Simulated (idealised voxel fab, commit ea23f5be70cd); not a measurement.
This is a process module. Its name is voxel wiring stack.
The width of the displayed cross-section, cut, is 165 nm; its cells are square, with a size of 5 nm.
Just so we're on the same page, the cross-sections are grids of square cells, and they're listed out in bands top to bottom, each band one or more rows deep.
Heights first: top, then bottom, in nm. Then materials, left to right, each with a width in nm. "everywhere" on a single material: fills the band edge to edge. "blank": empty space.
The reference from which all heights are counted is 0, the level beneath which the as-received wafer is entirely one material; the lowest band, having no lower bound, proceeds downward and is written after the example "0..down".
It should be noted that a width expressed as "30..40" varies in equal increments from row to row of cells within the band, taking the value of the first number at the top row and that of the second number at the bottom row.
Where the words "stayed the same" appear for a step, the cross-section shows no cell changed by that step; every cell remained as before.
Internal closed voids: empty space of 8 cells or more with no open way to the top, each as width x height at its distance from the left edge, in nm
If you see something after the settings on a step's line, that's the simulator's own remark about that step.
overlay nm: where the mask lay relative to plan, measured to the right, on steps with a mask; negatives go left.
STEPS PLANNED FOR THE PROCESS
1,RECEIVE,material Si
2,CONFORMAL_DEP,material SiO2,thk nm 10
3,CONFORMAL_DEP,material SiCN,thk nm 5
4,DIRECTIONAL_DEP,material lowk,thk nm 25
5,MASKED_ETCH,tone open,mask id METAL_1,width nm 30,pitch nm 45,etch materials lowk,depth nm 25,overlay nm 0
6,MASKED_ETCH,tone open,mask id METAL_1,width nm 30,pitch nm 45,etch materials SiCN,depth nm 5,overlay nm 0
7,CONFORMAL_DEP,material TiN,thk nm 5
8,FILL_DEP,material Cu,thk nm 5
9,CMP,height nm 40
10,EPI,material Ru,thk nm 5
11,FILL_DEP,material SiCN,thk nm 5
12,DIRECTIONAL_DEP,material SiO2,thk nm 30
13,MASKED_ETCH,tone open,mask id METAL_2_HOLES,width nm 15,pitch nm 45,etch materials SiO2,depth nm 30,overlay nm 0
14,PATTERN,tone open,mask id METAL_2,material resist,width nm 30,pitch nm 45,thk nm 20,overlay nm 0
15,DIRECTIONAL_ETCH,etch materials SiO2,depth nm 20
16,DIRECTIONAL_ETCH,etch materials SiCN,depth nm 5
17,STRIP,etch materials resist
18,CONFORMAL_DEP,material TiN,thk nm 5
19,FILL_DEP,material Cu,thk nm 10
20,CMP,height nm 80
21,CONFORMAL_DEP,material SiCN,thk nm 5
22,DIRECTIONAL_DEP,material lowk,thk nm 20
23,PATTERN,tone open,mask id PLUG_2,material resist,width nm 15,thk nm 15,overlay nm 0
24,DIRECTIONAL_ETCH,etch materials lowk,depth nm 20
25,DIRECTIONAL_ETCH,etch materials SiCN,depth nm 5
26,STRIP,etch materials resist
27,CONFORMAL_DEP,material TiN,thk nm 5
28,FILL_DEP,material Cu,thk nm 10
29,CMP,height nm 105
30,CONFORMAL_DEP,material SiCN,thk nm 5
31,DIRECTIONAL_DEP,material SiO2,thk nm 25
32,MASKED_ETCH,tone open,mask id METAL_3,width nm 30,pitch nm 45,etch materials SiO2,depth nm 25,overlay nm 0
33,MASKED_ETCH,tone open,mask id METAL_3,width nm 30,pitch nm 45,etch materials SiCN,depth nm 5,overlay nm 0
34,CONFORMAL_DEP,material TiN,thk nm 5
35,FILL_DEP,material Ru,thk nm 5
36,CMP,height nm 135
37,CONFORMAL_DEP,material SiCN,thk nm 5
38,DIRECTIONAL_DEP,material lowk,thk nm 10
39,MASKED_ETCH,tone open,mask id PLUG_3,width nm 15,etch materials lowk,depth nm 10,overlay nm 0
40,MASKED_ETCH,tone open,mask id PLUG_3,width nm 15,etch materials SiCN,depth nm 5,overlay nm 0
41,CONFORMAL_DEP,material TiN,thk nm 5
42,FILL_DEP,material W,thk nm 10
43,CMP,height nm 150
44,CONFORMAL_DEP,material SiN,thk nm 5
45,DIRECTIONAL_DEP,material SiO2,thk nm 20
46,MASKED_ETCH,tone open,mask id METAL_4,width nm 30,pitch nm 45,etch materials SiO2,depth nm 20,overlay nm 0
47,MASKED_ETCH,tone open,mask id METAL_4,width nm 30,pitch nm 45,etch materials SiN,depth nm 5,overlay nm 0
48,CONFORMAL_DEP,material TiN,thk nm 5
49,FILL_DEP,material Cu,thk nm 10
50,CMP,height nm 175
51,EPI,material Ru,thk nm 5
52,FILL_DEP,material SiCN,thk nm 5
AS-RECEIVED STATE OF THE WAFER IN CROSS-SECTION, EQUIVALENT TO POST-STEP 1
  0..down: Si everywhere
  Internal closed voids: none
THE MODULE WAS RUN FROM THE START SHOWN ABOVE USING THE PLAN SHOWN ABOVE, BUT ONE MISTAKE WAS MADE DOING IT; THE RESULTING WAFER CROSS-SECTION IS BELOW
  185..180: SiCN everywhere
  180..175: SiCN (40), then Ru (40), then SiCN (5), then Ru (40), then SiCN (40)
  175..155: SiO2 (45), then TiN (5), then Cu (20), then TiN (5), then SiO2 (15), then TiN (5), then Cu (20), then TiN (5), then SiO2 (45)
  155..150: SiN (45), then TiN (30), then SiN (15), then TiN (30), then SiN (45)
  150..140: lowk (45), then TiN (5), then W (5), then TiN (5), then lowk (105)
  140..135: SiCN (45), then TiN (15), then SiCN (105)
  135..110: SiO2 (45), then TiN (5), then Ru (20), then TiN (5), then SiO2 (15), then TiN (5), then Ru (20), then TiN (5), then SiO2 (45)
  110..105: SiCN (45), then TiN (30), then SiCN (15), then TiN (30), then SiCN (45)
  105..85: lowk (45), then TiN (5), then Cu (5), then TiN (5), then lowk (105)
  85..80: SiCN (45), then TiN (15), then SiCN (105)
  80..65: SiO2 (45), then TiN (5), then Cu (5), then TiN (5), then SiO2 (30), then TiN (5), then Cu (5), then TiN (5), then SiO2 (60)
  65..60: SiO2 (45), then TiN (15), then SiO2 (30), then TiN (15), then SiO2 (60)
  60..50: SiO2 everywhere
  50..45: SiCN everywhere
  45..40: SiCN (40), then Ru (40), then SiCN (5), then Ru (40), then SiCN (40)
  40..15: lowk (45), then TiN (5), then Cu (20), then TiN (5), then lowk (15), then TiN (5), then Cu (20), then TiN (5), then lowk (45)
  15..10: SiCN (45), then TiN (30), then SiCN (15), then TiN (30), then SiCN (45)
  10..0: SiO2 everywhere
  0..down: Si everywhere
  Internal closed voids: none
Deviation noted in wafer processing: plan step 12 was conducted twice
